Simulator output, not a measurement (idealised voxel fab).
process module | voxel capacitor over wiring
cross-section cut | 220 nm wide | cells 5 nm
A cross-section is a grid of square cells, given in bands from the top down. A band is one or more rows of cells.
Each band's line starts with the height of the band's top and of its bottom, in nm. Then come its materials from left to right, each with its width in nm. One material with "throughout" fills the band from edge to edge. "air" is empty space.
Height 0 is the level under which the wafer as received is all one material. The lowest band goes on downwards, as in "0 down".
A width such as "30 to 40" changes by the same amount from each row of cells to the next, from the band's top row to its bottom row.
"no change" after a step means that no cell of the cross-section changed.
closed voids: empty space of 8 cells or more with no open way to the top, each as width x height at its distance from the left edge, in nm
after a step's settings: what the simulator itself notes on the step
overlay nm, on a step with a mask: how far to the right of its planned place the mask lay; to the left if negative
plan
1 op RECEIVE | material Si
2 op CONFORMAL_DEP | material SiO2 | thk nm 15
3 op DIRECTIONAL_DEP | material TiN | thk nm 5
4 op DIRECTIONAL_DEP | material Ru | thk nm 15
5 op DIRECTIONAL_DEP | material aC | thk nm 10
6 op PATTERN | tone cover | mask id METAL_1 | material resist | width nm 25 | pitch nm 85 | thk nm 30 | overlay nm -15
7 op DIRECTIONAL_ETCH | etch materials aC | depth nm 10
8 op STRIP | etch materials resist
9 op DIRECTIONAL_ETCH | etch materials Ru | depth nm 15
10 op DIRECTIONAL_ETCH | etch materials TiN | depth nm 5
11 op STRIP | etch materials aC
12 op CONFORMAL_DEP | material SiN | thk nm 5
13 op FILL_DEP | material SiO2 | thk nm 5
14 op CMP | height nm 35
15 op CONFORMAL_DEP | material SiCN | thk nm 5
16 op DIRECTIONAL_DEP | material lowk | thk nm 20
17 op PATTERN | tone open | mask id PLUG_1 | material resist | width nm 15 | thk nm 15 | overlay nm 0
18 op DIRECTIONAL_ETCH | etch materials lowk | depth nm 20
19 op DIRECTIONAL_ETCH | etch materials SiCN | depth nm 5
20 op STRIP | etch materials resist
21 op EPI | material Ru | thk nm 10
22 op EPI | material Ru | thk nm 10
23 op EPI | material Ru | thk nm 5
24 op DIRECTIONAL_DEP | material TiN | thk nm 10
25 op DIRECTIONAL_DEP | material Al2O3 | thk nm 5
26 op DIRECTIONAL_DEP | material TiN | thk nm 5
27 op MASKED_ETCH | tone cover | mask id UPPER_PLATE | width nm 65 | etch materials TiN | depth nm 5 | overlay nm 0
28 op MASKED_ETCH | tone cover | mask id UPPER_PLATE | width nm 65 | etch materials Al2O3 | depth nm 5 | overlay nm 0
29 op PATTERN | tone cover | mask id LOWER_PLATE | material resist | width nm 75 | thk nm 20 | overlay nm 0
30 op DIRECTIONAL_ETCH | etch materials TiN | depth nm 10
31 op STRIP | etch materials resist
32 op FILL_DEP | material SiO2 | thk nm 15
33 op CMP | height nm 90
34 op DIRECTIONAL_DEP | material aC | thk nm 10
35 op PATTERN | tone open | mask id PLUG_2 | material resist | width nm 15 | thk nm 30 | overlay nm 0
36 op DIRECTIONAL_ETCH | etch materials aC | depth nm 10
37 op STRIP | etch materials resist
38 op DIRECTIONAL_ETCH | etch materials SiO2 | depth nm 10
39 op STRIP | etch materials aC
40 op CONFORMAL_DEP | material TiN | thk nm 5
41 op FILL_DEP | material W | thk nm 5
42 op CMP | height nm 90
43 op CONFORMAL_DEP | material SiCN | thk nm 5
varied across the wafers: overlay nm of step 6. The plan shows the first wafer's value. All wafers start alike
first wafer as received, after step 1
  0 down: Si throughout
  closed voids: none
each wafer at the end: cells of each material gained (+) or lost (-) since it was received, then its closed voids
overlay nm -15 | +13 Al2O3 | +30 Ru | +85 SiCN | +46 SiN | +439 SiO2 | +58 TiN | +1 W | +164 lowk | closed voids: none
overlay nm -10 | +13 Al2O3 | +45 Ru | +85 SiCN | +46 SiN | +424 SiO2 | +58 TiN | +1 W | +164 lowk | closed voids: none
overlay nm -5 | +13 Al2O3 | +45 Ru | +85 SiCN | +46 SiN | +424 SiO2 | +58 TiN | +1 W | +164 lowk | closed voids: none
overlay nm 0 | +13 Al2O3 | +45 Ru | +85 SiCN | +46 SiN | +424 SiO2 | +58 TiN | +1 W | +164 lowk | closed voids: none
overlay nm 5 | +13 Al2O3 | +45 Ru | +85 SiCN | +46 SiN | +424 SiO2 | +58 TiN | +1 W | +164 lowk | closed voids: none
overlay nm 10 | +13 Al2O3 | +45 Ru | +85 SiCN | +46 SiN | +424 SiO2 | +58 TiN | +1 W | +164 lowk | closed voids: none
overlay nm 15 | +13 Al2O3 | +45 Ru | +85 SiCN | +46 SiN | +424 SiO2 | +58 TiN | +1 W | +164 lowk | closed voids: none
